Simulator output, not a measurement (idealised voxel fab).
process module | voxel transistor to metal
cross-section cut | 170 nm wide | cells 5 nm
A cross-section is a grid of square cells, given in bands from the top down. A band is one or more rows of cells.
Each band's line starts with the height of the band's top and of its bottom, in nm. Then come its materials from left to right, each with its width in nm. One material with "throughout" fills the band from edge to edge. "air" is empty space.
Height 0 is the level under which the wafer as received is all one material. The lowest band goes on downwards, as in "0 down".
A width such as "30 to 40" changes by the same amount from each row of cells to the next, from the band's top row to its bottom row.
"no change" after a step means that no cell of the cross-section changed.
closed voids: empty space of 8 cells or more with no open way to the top, each as width x height at its distance from the left edge, in nm
after a step's settings: what the simulator itself notes on the step
overlay nm, on a step with a mask: how far to the right of its planned place the mask lay; to the left if negative
plan
1 op RECEIVE | material Si
2 op OXIDIZE | depth nm 5
3 op CONFORMAL_DEP | material SiN | thk nm 10
4 op DIRECTIONAL_DEP | material aC | thk nm 10
5 op PATTERN | tone cover | mask id ACTIVE | material resist | width nm 105 | thk nm 25 | overlay nm 0
6 op DIRECTIONAL_ETCH | etch materials aC | depth nm 10
7 op STRIP | etch materials resist
8 op DIRECTIONAL_ETCH | etch materials SiN | depth nm 10
9 op DIRECTIONAL_ETCH | etch materials SiO2 | depth nm 5
10 op DIRECTIONAL_ETCH | etch materials Si | depth nm 30
11 op STRIP | etch materials aC
12 op FILL_DEP | material SiO2 | thk nm 10
13 op CMP | height nm 10
14 op SELECTIVE_ETCH | etch materials SiO2 | depth nm 10
15 op STRIP | etch materials SiN
16 op SELECTIVE_ETCH | etch materials SiO2 | depth nm 5
17 op OXIDIZE | depth nm 5
18 op DIRECTIONAL_DEP | material polySi | thk nm 30
19 op DIRECTIONAL_DEP | material SiCN | thk nm 15
20 op DIRECTIONAL_DEP | material aC | thk nm 10
21 op PATTERN | tone cover | mask id GATE | material resist | width nm 15 | thk nm 25 | overlay nm 0
22 op DIRECTIONAL_ETCH | etch materials aC | depth nm 10
23 op STRIP | etch materials resist
24 op DIRECTIONAL_ETCH | etch materials SiCN | depth nm 25
25 op DIRECTIONAL_ETCH | etch materials polySi | depth nm 40
26 op STRIP | etch materials aC
27 op CONFORMAL_DEP | material SiN | thk nm 10
28 op DIRECTIONAL_ETCH | etch materials SiN | depth nm 10
29 op DIRECTIONAL_ETCH | etch materials SiO2 | depth nm 5
30 op DIRECTIONAL_ETCH | etch materials Si | depth nm 5
31 op EPI | material nSi | thk nm 5
32 op FILL_DEP | material SiO2 | thk nm 5
33 op CMP | height nm 25
34 op STRIP | etch materials polySi
35 op SELECTIVE_ETCH | etch materials SiO2 | depth nm 5
36 op CONFORMAL_DEP | material HfO2 | thk nm 5
37 op CONFORMAL_DEP | material TiN | thk nm 5
38 op FILL_DEP | material W | thk nm 5
39 op CMP | height nm 20
40 op DIRECTIONAL_DEP | material SiO2 | thk nm 10
41 op MASKED_ETCH | tone open | mask id CONTACT | width nm 20 | pitch nm 75 | etch materials SiO2 | depth nm 40 | overlay nm 0
42 op CONFORMAL_DEP | material TiN | thk nm 5
43 op FILL_DEP | material Ru | thk nm 10
44 op CMP | height nm 30
45 op CONFORMAL_DEP | material SiCN | thk nm 5
46 op DIRECTIONAL_DEP | material SiO2 | thk nm 25
47 op DIRECTIONAL_DEP | material aC | thk nm 10
48 op PATTERN | tone open | mask id METAL_1 | material resist | width nm 20 | pitch nm 75 | thk nm 30 | overlay nm 0
49 op DIRECTIONAL_ETCH | etch materials aC | depth nm 10
50 op STRIP | etch materials resist
51 op DIRECTIONAL_ETCH | etch materials SiO2 | depth nm 25
52 op DIRECTIONAL_ETCH | etch materials SiCN | depth nm 5
53 op STRIP | etch materials aC
54 op CONFORMAL_DEP | material TiN | thk nm 5
55 op FILL_DEP | material Cu | thk nm 5
56 op CMP | height nm 60
57 op CONFORMAL_DEP | material SiN | thk nm 5
varied across the wafers: width nm of step 21. The plan shows the first wafer's value. All wafers start alike
first wafer as received, after step 1
  0 down: Si throughout
  closed voids: none
first wafer at the end, after step 57
  65 to 60: SiN throughout
  60 to 35: SiO2 35 | TiN 5 | Cu 10 | TiN 5 | SiO2 55 | TiN 5 | Cu 10 | TiN 5 | SiO2 40
  35 to 30: SiCN 35 | TiN 20 | SiCN 55 | TiN 20 | SiCN 40
  30 to 20: SiO2 35 | TiN 5 | Ru 10 | TiN 5 | SiO2 55 | TiN 5 | Ru 10 | TiN 5 | SiO2 40
  20 to -5: SiO2 35 | TiN 5 | Ru 10 | TiN 5 | SiO2 10 | SiN 10 | HfO2 5 | TiN 5 | HfO2 5 | SiN 10 | SiO2 10 | TiN 5 | Ru 10 | TiN 5 | SiO2 40
  -5 to -10: SiO2 35 | TiN 20 | SiO2 5 | nSi 5 | SiO2 5 | HfO2 25 | SiO2 5 | nSi 5 | SiO2 5 | TiN 20 | SiO2 40
  -10 to -15: SiO2 30 | nSi 35 | Si 35 | nSi 35 | SiO2 35
  -15 to -35: SiO2 30 | Si 105 | SiO2 35
  -35 down: Si throughout
  closed voids: none
last wafer at the end
  65 to 60: SiN throughout
  60 to 35: SiO2 35 | TiN 5 | Cu 10 | TiN 5 | SiO2 55 | TiN 5 | Cu 10 | TiN 5 | SiO2 40
  35 to 30: SiCN 35 | TiN 20 | SiCN 55 | TiN 20 | SiCN 40
  30 to 20: SiO2 35 | TiN 5 | Ru 10 | TiN 5 | SiO2 55 | TiN 5 to 10 | Ru 10 to 5 | TiN 5 | SiO2 40
  20 to 0: SiO2 35 | TiN 5 | Ru 10 | TiN 5 | SiN 10 | HfO2 5 | TiN 5 | W 20 | TiN 5 | HfO2 5 | SiN 10 | TiN 5 | Ru 5 | TiN 5 | SiO2 40
  0 to -5: SiO2 35 | TiN 5 | Ru 5 | TiN 10 | SiN 10 | HfO2 5 | TiN 30 | HfO2 5 | SiN 10 | TiN 15 | SiO2 40
  -5 to -10: SiO2 35 | TiN 15 | nSi 5 | SiO2 5 | HfO2 50 | SiO2 5 | nSi 5 | TiN 10 | SiO2 40
  -10 to -15: SiO2 30 | nSi 25 | Si 60 | nSi 20 | SiO2 35
  -15 to -35: SiO2 30 | Si 105 | SiO2 35
  -35 down: Si throughout
  closed voids: none
each wafer at the end: cells of each material gained (+) or lost (-) since it was received, then its closed voids
width nm 15 | +20 Cu | +15 HfO2 | +28 Ru | -147 Si | +26 SiCN | +54 SiN | +361 SiO2 | +69 TiN | +16 nSi | closed voids: none
width nm 20 | +20 Cu | +16 HfO2 | +28 Ru | -146 Si | +26 SiCN | +54 SiN | +355 SiO2 | +74 TiN | +15 nSi | closed voids: none
width nm 25 | +20 Cu | +17 HfO2 | +28 Ru | -145 Si | +26 SiCN | +54 SiN | +349 SiO2 | +75 TiN | +4 W | +14 nSi | closed voids: none
width nm 30 | +20 Cu | +18 HfO2 | +27 Ru | -144 Si | +26 SiCN | +54 SiN | +344 SiO2 | +76 TiN | +8 W | +13 nSi | closed voids: none
width nm 35 | +20 Cu | +19 HfO2 | +26 Ru | -143 Si | +26 SiCN | +54 SiN | +339 SiO2 | +77 TiN | +12 W | +12 nSi | closed voids: none
width nm 40 | +20 Cu | +20 HfO2 | +20 Ru | -142 Si | +26 SiCN | +54 SiN | +339 SiO2 | +78 TiN | +16 W | +11 nSi | closed voids: none
